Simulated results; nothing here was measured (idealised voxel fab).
The following process module bears the name voxel ribs on slabs.
Shown is cross-section cut, with a width of 210 nm and square cells of size 5 nm.
This document writes a cross-section as a grid whose cells are square, and gives it as bands, listed from the top down; one or more rows of cells form a band. Basically the band line says how high the top is and how high the bottom is, in nm, and then what's in it from left to right, every material with its width in nm. Empty space shows up as "empty", and if a single material carries "everywhere" it runs the full band edge to edge. The reference from which all heights are counted is 0, the level beneath which the as-received wafer is entirely one material; the lowest band, having no lower bound, proceeds downward and is written after the example "top 0, no bottom". Note: "30 to 40" means the width goes from the first number (top row of the band) to the second number (bottom row) in equal steps per row of cells. Where a step carries "no modification", the cross-section came out of it unchanged, cell for cell. The entry titled "Entrapped void list" provides the empty spaces that have no open way to the top, restricted to those of 8 cells or more. Each is presented as width x height at distance, the distance being measured from the left edge, with all three in nm. What comes after the settings on a step's line is commentary from the simulator itself on that step. overlay nm: mask right of planned place by this much (step with mask). Neg. = left.
THE FOLLOWING LIST GIVES THE PLANNED PROCESS STEPS
1. op RECEIVE | material Si
2. op DIRECTIONAL_DEP | material SiO2 | thk nm 20
3. op DIRECTIONAL_DEP | material SiN | thk nm 20
4. op PATTERN | tone cover | mask id RIB | material resist | width nm 30 | thk nm 20 | overlay nm 0
5. op DIRECTIONAL_ETCH | etch materials SiN | depth nm 15
6. op STRIP | etch materials resist
7. op PATTERN | tone cover | mask id SLAB | material resist | width nm 90 | thk nm 20 | overlay nm 0
8. op DIRECTIONAL_ETCH | etch materials SiN | depth nm 5
9. op STRIP | etch materials resist
10. op FILL_DEP | material SiO2 | thk nm 15
11. op CMP | height nm 50
12. op DIRECTIONAL_DEP | material W | thk nm 5
13. op PATTERN | tone cover | mask id HEATER | material resist | width nm 40 | thk nm 20 | overlay nm 0
14. op DIRECTIONAL_ETCH | etch materials W | depth nm 5
15. op STRIP | etch materials resist
16. op CONFORMAL_DEP | material SiN | thk nm 5
FIRST OF TWO WAFERS - AS PLANNED
WAFER AS RECEIVED: CROSS-SECTION FOLLOWING STEP 1
* top 0, no bottom = Si everywhere
* Entrapped void list: none
UPON COMPLETION OF STEP 2, THE WAFER APPEARS IN CROSS-SECTION AS SHOWN
* top 20, bottom 0 = SiO2 everywhere
* Note: structure below 0 unchanged.
UPON COMPLETION OF STEP 3, THE WAFER APPEARS IN CROSS-SECTION AS SHOWN
* top 40, bottom 20 = SiN everywhere
* Note: structure below 20 unchanged.
UPON COMPLETION OF STEP 4, THE WAFER APPEARS IN CROSS-SECTION AS SHOWN
* top 60, bottom 40 = 90 nm empty, then 30 nm resist, then 90 nm empty
* Note: structure below 40 unchanged.
UPON COMPLETION OF STEP 5, THE WAFER APPEARS IN CROSS-SECTION AS SHOWN
* top 60, bottom 40 = 90 nm empty, then 30 nm resist, then 90 nm empty
* top 40, bottom 25 = 90 nm empty, then 30 nm SiN, then 90 nm empty
* Note: structure below 25 unchanged.
UPON COMPLETION OF STEP 6, THE WAFER APPEARS IN CROSS-SECTION AS SHOWN
* top 40, bottom 25 = 90 nm empty, then 30 nm SiN, then 90 nm empty
* Note: structure below 25 unchanged.
UPON COMPLETION OF STEP 7, THE WAFER APPEARS IN CROSS-SECTION AS SHOWN
* top 60, bottom 40 = 60 nm empty, then 90 nm resist, then 60 nm empty
* top 40, bottom 25 = 60 nm empty, then 30 nm resist, then 30 nm SiN, then 30 nm resist, then 60 nm empty
* Note: structure below 25 unchanged.
UPON COMPLETION OF STEP 8, THE WAFER APPEARS IN CROSS-SECTION AS SHOWN
* top 60, bottom 40 = 60 nm empty, then 90 nm resist, then 60 nm empty
* top 40, bottom 25 = 60 nm empty, then 30 nm resist, then 30 nm SiN, then 30 nm resist, then 60 nm empty
* top 25, bottom 20 = 60 nm empty, then 90 nm SiN, then 60 nm empty
* Note: structure below 20 unchanged.
UPON COMPLETION OF STEP 9, THE WAFER APPEARS IN CROSS-SECTION AS SHOWN
* top 40, bottom 25 = 90 nm empty, then 30 nm SiN, then 90 nm empty
* Note: structure below 25 unchanged.
UPON COMPLETION OF STEP 10, THE WAFER APPEARS IN CROSS-SECTION AS SHOWN
* top 55, bottom 40 = SiO2 everywhere
* top 40, bottom 25 = 90 nm SiO2, then 30 nm SiN, then 90 nm SiO2
* top 25, bottom 20 = 60 nm SiO2, then 90 nm SiN, then 60 nm SiO2
* Note: structure below 20 unchanged.
UPON COMPLETION OF STEP 11, THE WAFER APPEARS IN CROSS-SECTION AS SHOWN
* top 50, bottom 40 = SiO2 everywhere
* Note: structure below 40 unchanged.
UPON COMPLETION OF STEP 12, THE WAFER APPEARS IN CROSS-SECTION AS SHOWN
* top 55, bottom 50 = W everywhere
* Note: structure below 50 unchanged.
UPON COMPLETION OF STEP 13, THE WAFER APPEARS IN CROSS-SECTION AS SHOWN
* top 75, bottom 55 = 85 nm empty, then 40 nm resist, then 85 nm empty
* Note: structure below 55 unchanged.
UPON COMPLETION OF STEP 14, THE WAFER APPEARS IN CROSS-SECTION AS SHOWN
* top 75, bottom 55 = 85 nm empty, then 40 nm resist, then 85 nm empty
* top 55, bottom 50 = 85 nm empty, then 40 nm W, then 85 nm empty
* Note: structure below 50 unchanged.
UPON COMPLETION OF STEP 15, THE WAFER APPEARS IN CROSS-SECTION AS SHOWN
* top 55, bottom 50 = 85 nm empty, then 40 nm W, then 85 nm empty
* Note: structure below 50 unchanged.
UPON COMPLETION OF STEP 16, THE WAFER APPEARS IN CROSS-SECTION AS SHOWN
* top 60, bottom 55 = 80 nm empty, then 50 nm SiN, then 80 nm empty
* top 55, bottom 50 = 85 nm SiN, then 40 nm W, then 85 nm SiN
* Note: structure below 50 unchanged.
WHAT FOLLOWS CONCERNS THE SECOND WAFER, WHICH STARTED OUT LIKE THE FIRST AND WAS MEANT TO FOLLOW THE VERY SAME PLAN; ONE MISTAKE CREPT IN WHEN IT WAS RUN, BUT EVERYTHING UP TO AND INCLUDING STEP 1 IS THE SAME AS FOR THE FIRST WAFER
SECOND WAFER, SECTIONED VIEW, AT STEP 2'S PLANNED END TIME
* top 30, bottom 0 = SiO2 everywhere
* Note: structure below 0 unchanged.
SECOND WAFER, SECTIONED VIEW, AT STEP 3'S PLANNED END TIME
* top 50, bottom 30 = SiN everywhere
* Note: structure below 30 unchanged.
SECOND WAFER, SECTIONED VIEW, AT STEP 4'S PLANNED END TIME
* top 70, bottom 50 = 90 nm empty, then 30 nm resist, then 90 nm empty
* Note: structure below 50 unchanged.
SECOND WAFER, SECTIONED VIEW, AT STEP 5'S PLANNED END TIME
* top 70, bottom 50 = 90 nm empty, then 30 nm resist, then 90 nm empty
* top 50, bottom 35 = 90 nm empty, then 30 nm SiN, then 90 nm empty
* Note: structure below 35 unchanged.
SECOND WAFER, SECTIONED VIEW, AT STEP 6'S PLANNED END TIME
* top 50, bottom 35 = 90 nm empty, then 30 nm SiN, then 90 nm empty
* Note: structure below 35 unchanged.
SECOND WAFER, SECTIONED VIEW, AT STEP 7'S PLANNED END TIME
* top 70, bottom 50 = 60 nm empty, then 90 nm resist, then 60 nm empty
* top 50, bottom 35 = 60 nm empty, then 30 nm resist, then 30 nm SiN, then 30 nm resist, then 60 nm empty
* Note: structure below 35 unchanged.
SECOND WAFER, SECTIONED VIEW, AT STEP 8'S PLANNED END TIME
* top 70, bottom 50 = 60 nm empty, then 90 nm resist, then 60 nm empty
* top 50, bottom 35 = 60 nm empty, then 30 nm resist, then 30 nm SiN, then 30 nm resist, then 60 nm empty
* top 35, bottom 30 = 60 nm empty, then 90 nm SiN, then 60 nm empty
* Note: structure below 30 unchanged.
SECOND WAFER, SECTIONED VIEW, AT STEP 9'S PLANNED END TIME
* top 50, bottom 35 = 90 nm empty, then 30 nm SiN, then 90 nm empty
* Note: structure below 35 unchanged.
SECOND WAFER, SECTIONED VIEW, AT STEP 10'S PLANNED END TIME
* top 65, bottom 50 = SiO2 everywhere
* top 50, bottom 35 = 90 nm SiO2, then 30 nm SiN, then 90 nm SiO2
* top 35, bottom 30 = 60 nm SiO2, then 90 nm SiN, then 60 nm SiO2
* Note: structure below 30 unchanged.
SECOND WAFER, SECTIONED VIEW, AT STEP 11'S PLANNED END TIME
* top 50, bottom 35 = 90 nm SiO2, then 30 nm SiN, then 90 nm SiO2
* Note: structure below 35 unchanged.
SECOND WAFER, SECTIONED VIEW, AT STEP 12'S PLANNED END TIME
* top 55, bottom 50 = W everywhere
* Note: structure below 50 unchanged.
SECOND WAFER, SECTIONED VIEW, AT STEP 13'S PLANNED END TIME
* top 75, bottom 55 = 85 nm empty, then 40 nm resist, then 85 nm empty
* Note: structure below 55 unchanged.
SECOND WAFER, SECTIONED VIEW, AT STEP 14'S PLANNED END TIME
* top 75, bottom 55 = 85 nm empty, then 40 nm resist, then 85 nm empty
* top 55, bottom 50 = 85 nm empty, then 40 nm W, then 85 nm empty
* Note: structure below 50 unchanged.
SECOND WAFER, SECTIONED VIEW, AT STEP 15'S PLANNED END TIME
* top 55, bottom 50 = 85 nm empty, then 40 nm W, then 85 nm empty
* Note: structure below 50 unchanged.
SECOND WAFER, SECTIONED VIEW, AT STEP 16'S PLANNED END TIME
* top 60, bottom 55 = 80 nm empty, then 50 nm SiN, then 80 nm empty
* top 55, bottom 50 = 85 nm SiN, then 40 nm W, then 85 nm SiN
* Note: structure below 50 unchanged.
Deviation from plan: in deviation from the planned setting, step 2 was conducted as op DIRECTIONAL_DEP | material SiO2 | thk nm 30
Matching per-material cell counts, mismatched positions: that is how the second wafer compares with the first at the end.
